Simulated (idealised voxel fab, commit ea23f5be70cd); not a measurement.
process module | voxel wiring stack
cross-section cut | 230 nm wide | cells 5 nm
A cross-section is a grid of square cells, given in bands from the top down. A band is one or more rows of cells.
Each band's line starts with the height of the band's top and of its bottom, in nm. Then come its materials from left to right, each with its width in nm. One material with "throughout" fills the band from edge to edge. "air" is empty space.
Height 0 is the level under which the wafer as received is all one material. The lowest band goes on downwards, as in "0 down".
A width such as "30 to 40" changes by the same amount from each row of cells to the next, from the band's top row to its bottom row.
"no change" after a step means that no cell of the cross-section changed.
closed voids: empty space of 8 cells or more with no open way to the top, each as width x height at its distance from the left edge, in nm
after a step's settings: what the simulator itself notes on the step
overlay nm, on a step with a mask: how far to the right of its planned place the mask lay; to the left if negative
plan
1 op RECEIVE | material Si
2 op CONFORMAL_DEP | material SiO2 | thk nm 10
3 op DIRECTIONAL_DEP | material TiN | thk nm 5
4 op DIRECTIONAL_DEP | material W | thk nm 20
5 op DIRECTIONAL_DEP | material aC | thk nm 15
6 op PATTERN | tone cover | mask id METAL_1 | material resist | width nm 30 | pitch nm 50 | thk nm 35 | overlay nm 0
7 op DIRECTIONAL_ETCH | etch materials aC | depth nm 15
8 op STRIP | etch materials resist
9 op DIRECTIONAL_ETCH | etch materials W | depth nm 20
10 op DIRECTIONAL_ETCH | etch materials TiN | depth nm 5
11 op STRIP | etch materials aC
12 op FILL_DEP | material SiO2 | thk nm 5
13 op CMP | height nm 35
14 op CONFORMAL_DEP | material SiCN | thk nm 5
15 op DIRECTIONAL_DEP | material SiO2 | thk nm 25
16 op DIRECTIONAL_DEP | material aC | thk nm 15
17 op PATTERN | tone open | mask id METAL_2 | material resist | width nm 30 | pitch nm 50 | thk nm 35 | overlay nm 0
18 op DIRECTIONAL_ETCH | etch materials aC | depth nm 15
19 op STRIP | etch materials resist
20 op DIRECTIONAL_ETCH | etch materials SiO2 | depth nm 15
21 op STRIP | etch materials aC
22 op PATTERN | tone open | mask id METAL_2_HOLES | material resist | width nm 15 | pitch nm 50 | thk nm 20 | overlay nm 0
23 op DIRECTIONAL_ETCH | etch materials SiO2 | depth nm 10
24 op DIRECTIONAL_ETCH | etch materials SiCN | depth nm 5
25 op STRIP | etch materials resist
26 op CONFORMAL_DEP | material TiN | thk nm 5
27 op FILL_DEP | material Cu | thk nm 5
28 op CMP | height nm 65
29 op CONFORMAL_DEP | material SiCN | thk nm 5
30 op DIRECTIONAL_DEP | material SiO2 | thk nm 30
31 op DIRECTIONAL_DEP | material aC | thk nm 10
32 op PATTERN | tone open | mask id METAL_3_HOLES | material resist | width nm 15 | pitch nm 50 | thk nm 30 | overlay nm 0
33 op DIRECTIONAL_ETCH | etch materials aC | depth nm 10
34 op STRIP | etch materials resist
35 op DIRECTIONAL_ETCH | etch materials SiO2 | depth nm 30
36 op STRIP | etch materials aC
37 op DIRECTIONAL_DEP | material aC | thk nm 15
38 op PATTERN | tone open | mask id METAL_3 | material resist | width nm 30 | pitch nm 50 | thk nm 35 | overlay nm 0
39 op DIRECTIONAL_ETCH | etch materials aC | depth nm 15
40 op STRIP | etch materials resist
41 op DIRECTIONAL_ETCH | etch materials SiO2 | depth nm 20
42 op DIRECTIONAL_ETCH | etch materials SiCN | depth nm 5
43 op STRIP | etch materials aC
44 op CONFORMAL_DEP | material TiN | thk nm 5
45 op FILL_DEP | material Cu | thk nm 10
46 op CMP | height nm 100
47 op CONFORMAL_DEP | material SiN | thk nm 5
as received, after step 1
  0 down: Si throughout
  closed voids: none
first wafer at the end, as planned
  105 to 100: SiN throughout
  100 to 85: SiO2 75 | TiN 5 | Cu 20 | TiN 5 | SiO2 20 | TiN 5 | Cu 20 | TiN 5 | SiO2 75
  85 to 80: SiO2 75 | TiN 5 | Cu 5 | TiN 20 | SiO2 20 | TiN 5 | Cu 5 | TiN 20 | SiO2 75
  80 to 70: SiO2 75 | TiN 5 | Cu 5 | TiN 5 | SiO2 35 | TiN 5 | Cu 5 | TiN 5 | SiO2 90
  70 to 65: SiCN 75 | TiN 15 | SiCN 35 | TiN 15 | SiCN 90
  65 to 55: SiO2 75 | TiN 5 | Cu 20 | TiN 5 | SiO2 20 | TiN 5 | Cu 20 | TiN 5 | SiO2 75
  55 to 50: SiO2 75 | TiN 5 | Cu 5 | TiN 20 | SiO2 20 | TiN 5 | Cu 5 | TiN 20 | SiO2 75
  50 to 40: SiO2 75 | TiN 5 | Cu 5 | TiN 5 | SiO2 35 | TiN 5 | Cu 5 | TiN 5 | SiO2 90
  40 to 35: SiCN 75 | TiN 15 | SiCN 35 | TiN 15 | SiCN 90
  35 to 15: SiO2 75 | W 30 | SiO2 20 | W 30 | SiO2 75
  15 to 10: SiO2 75 | TiN 30 | SiO2 20 | TiN 30 | SiO2 75
  10 to 0: SiO2 throughout
  0 down: Si throughout
  closed voids: none
second wafer at the end: like start, like plan, one mistake
  105 to 100: SiN throughout
  100 to 85: SiO2 75 | TiN 5 | Cu 20 | TiN 5 | SiO2 20 | TiN 5 | Cu 20 | TiN 5 | SiO2 75
  85 to 80: SiO2 75 | TiN 5 | Cu 5 | TiN 20 | SiO2 20 | TiN 5 | Cu 5 | TiN 20 | SiO2 75
  80 to 70: SiO2 75 | TiN 5 | Cu 5 | TiN 5 | SiO2 35 | TiN 5 | Cu 5 | TiN 5 | SiO2 90
  70 to 65: SiCN 75 | TiN 15 | SiCN 35 | TiN 15 | SiCN 90
  65 to 55: SiO2 75 | TiN 5 | Cu 20 | TiN 5 | SiO2 20 | TiN 5 | Cu 20 | TiN 5 | SiO2 75
  55 to 50: SiO2 75 | TiN 5 | Cu 5 | TiN 20 | SiO2 20 | TiN 5 | Cu 5 | TiN 20 | SiO2 75
  50 to 40: SiO2 75 | TiN 5 | Cu 5 | TiN 5 | SiO2 35 | TiN 5 | Cu 5 | TiN 5 | SiO2 90
  40 to 35: SiCN 75 | TiN 15 | SiCN 35 | TiN 15 | SiCN 90
  35 to 30: SiO2 throughout
  30 to 10: SiO2 75 | W 30 | SiO2 20 | W 30 | SiO2 75
  10 to 5: SiO2 75 | TiN 30 | SiO2 20 | TiN 30 | SiO2 75
  5 to 0: SiO2 throughout
  0 down: Si throughout
  closed voids: none
what went wrong: step 2 ran as: op CONFORMAL_DEP | material SiO2 | thk nm 5
at the end the second wafer has, in cells: as many of each material as the first, in other places
